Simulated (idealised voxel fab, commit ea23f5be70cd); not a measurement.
This is a process module. Its name is voxel air gaps.
Cross-sectional view cut (width: 255 nm; square cell size: 5 nm).
A cross-section is written here as square cells arranged in a grid, and it is given in bands from the top down, each band taking up one or more rows of cells.
Each band's line starts with the height of the band's top and of its bottom, in nm. Then come its materials from left to right, each with its width in nm. One material with "full width" fills the band from edge to edge. "empty" is empty space.
It should be noted that heights are counted from 0, beneath which the wafer as supplied is of one material throughout, and that the lowest band possesses no lower boundary but continues downward, as written in "0 and below".
Width spec "30->40" -> top row of cells at first value, bottom row at second value, equal per-row change in between.
Basically "nothing was modified" means that step didn't change any cell in the cross-section.
Sealed void inventory: empty space of 8 cells or more with no open way to the top, each as width x height at its distance from the left edge, in nm
Anything after a step's settings on that line? It's the simulator's own note about the step.
A step line may carry the setting "overlay nm", which, for steps involving a mask, states the distance by which the mask lay to the right of its intended position; negative values denote displacement to the left.
PROCESS STEPS - PLAN
| 1 | RECEIVE, material Si |
| 2 | CONFORMAL_DEP, material SiO2, thk nm 15 |
| 3 | CONFORMAL_DEP, material SiCN, thk nm 5 |
| 4 | DIRECTIONAL_DEP, material lowk, thk nm 30 |
| 5 | MASKED_ETCH, tone open, mask id LINES, width nm 20, pitch nm 45, etch materials lowk, depth nm 30, overlay nm -15 |
| 6 | CONFORMAL_DEP, material TiN, thk nm 5 |
| 7 | FILL_DEP, material W, thk nm 10 |
| 8 | CMP, height nm 50 |
| 9 | EPI, material Ru, thk nm 10 |
| 10 | SELECTIVE_ETCH, etch materials lowk, depth nm 40 |
| 11 | CONFORMAL_DEP, material SiCN, thk nm 5 |
Wafer-to-wafer difference: overlay nm, step 5. Common start. Plan = first wafer's value.
CROSS-SECTIONAL VIEW OF THE FIRST OF SEVERAL WAFERS IN THE AS-RECEIVED CONDITION, CORRESPONDING TO THE STATE FOLLOWING STEP 1
	0 and below  Si full width
	Sealed void inventory: none
FIRST OF SEVERAL WAFERS IN CROSS-SECTION AT MODULE END, FOLLOWING THE FINAL STEP, STEP 11
	65 down to 60  empty=40, SiCN=140, empty=75
	60 down to 50  empty=40, SiCN=5, Ru=40, SiCN=5, Ru=40, SiCN=5, Ru=40, SiCN=5, empty=75
	50 down to 45  empty=40, SiCN=15, TiN=5, W=10, TiN=5, SiCN=25, TiN=5, W=10, TiN=5, SiCN=25, TiN=5, W=10, TiN=5, SiCN=15, empty=75
	45 down to 25  empty=50, SiCN=5, TiN=5, W=10, TiN=5, SiCN=5, empty=15, SiCN=5, TiN=5, W=10, TiN=5, SiCN=5, empty=15, SiCN=5, TiN=5, W=10, TiN=5, SiCN=5, empty=85
	25 down to 20  SiCN=55, TiN=20, SiCN=25, TiN=20, SiCN=25, TiN=20, SiCN=90
	20 down to 15  SiCN full width
	15 down to 0  SiO2 full width
	0 and below  Si full width
	Sealed void inventory: 15 x 20 at 80; 15 x 20 at 125
CROSS-SECTION, MODULE END, FINAL OF SEVERAL WAFERS
	65 down to 60  empty=70, SiCN=140, empty=45
	60 down to 50  empty=70, SiCN=5, Ru=40, SiCN=5, Ru=40, SiCN=5, Ru=40, SiCN=5, empty=45
	50 down to 45  empty=70, SiCN=15, TiN=5, W=10, TiN=5, SiCN=25, TiN=5, W=10, TiN=5, SiCN=25, TiN=5, W=10, TiN=5, SiCN=15, empty=45
	45 down to 25  empty=80, SiCN=5, TiN=5, W=10, TiN=5, SiCN=5, empty=15, SiCN=5, TiN=5, W=10, TiN=5, SiCN=5, empty=15, SiCN=5, TiN=5, W=10, TiN=5, SiCN=5, empty=55
	25 down to 20  SiCN=85, TiN=20, SiCN=25, TiN=20, SiCN=25, TiN=20, SiCN=60
	20 down to 15  SiCN full width
	15 down to 0  SiO2 full width
	0 and below  Si full width
	Sealed void inventory: 15 x 20 at 110; 15 x 20 at 155
BELOW: A ROW PER WAFER. CONTENTS AT END OF MODULE: FOR EVERY MATERIAL, CELLS GAINED SINCE RECEIPT (+) OR LOST SINCE RECEIPT (-); THEN CLOSED VOIDS
overlay nm -15; +48 Ru; +166 SiCN; +153 SiO2; +42 TiN; +30 W; Sealed void inventory: 15 x 20 at 80; 15 x 20 at 125
overlay nm -10; +48 Ru; +166 SiCN; +153 SiO2; +42 TiN; +30 W; Sealed void inventory: 15 x 20 at 85; 15 x 20 at 130
overlay nm -5; +48 Ru; +166 SiCN; +153 SiO2; +42 TiN; +30 W; Sealed void inventory: 15 x 20 at 90; 15 x 20 at 135
overlay nm 0; +48 Ru; +166 SiCN; +153 SiO2; +42 TiN; +30 W; Sealed void inventory: 15 x 20 at 95; 15 x 20 at 140
overlay nm 5; +48 Ru; +166 SiCN; +153 SiO2; +42 TiN; +30 W; Sealed void inventory: 15 x 20 at 100; 15 x 20 at 145
overlay nm 10; +48 Ru; +166 SiCN; +153 SiO2; +42 TiN; +30 W; Sealed void inventory: 15 x 20 at 105; 15 x 20 at 150
overlay nm 15; +48 Ru; +166 SiCN; +153 SiO2; +42 TiN; +30 W; Sealed void inventory: 15 x 20 at 110; 15 x 20 at 155
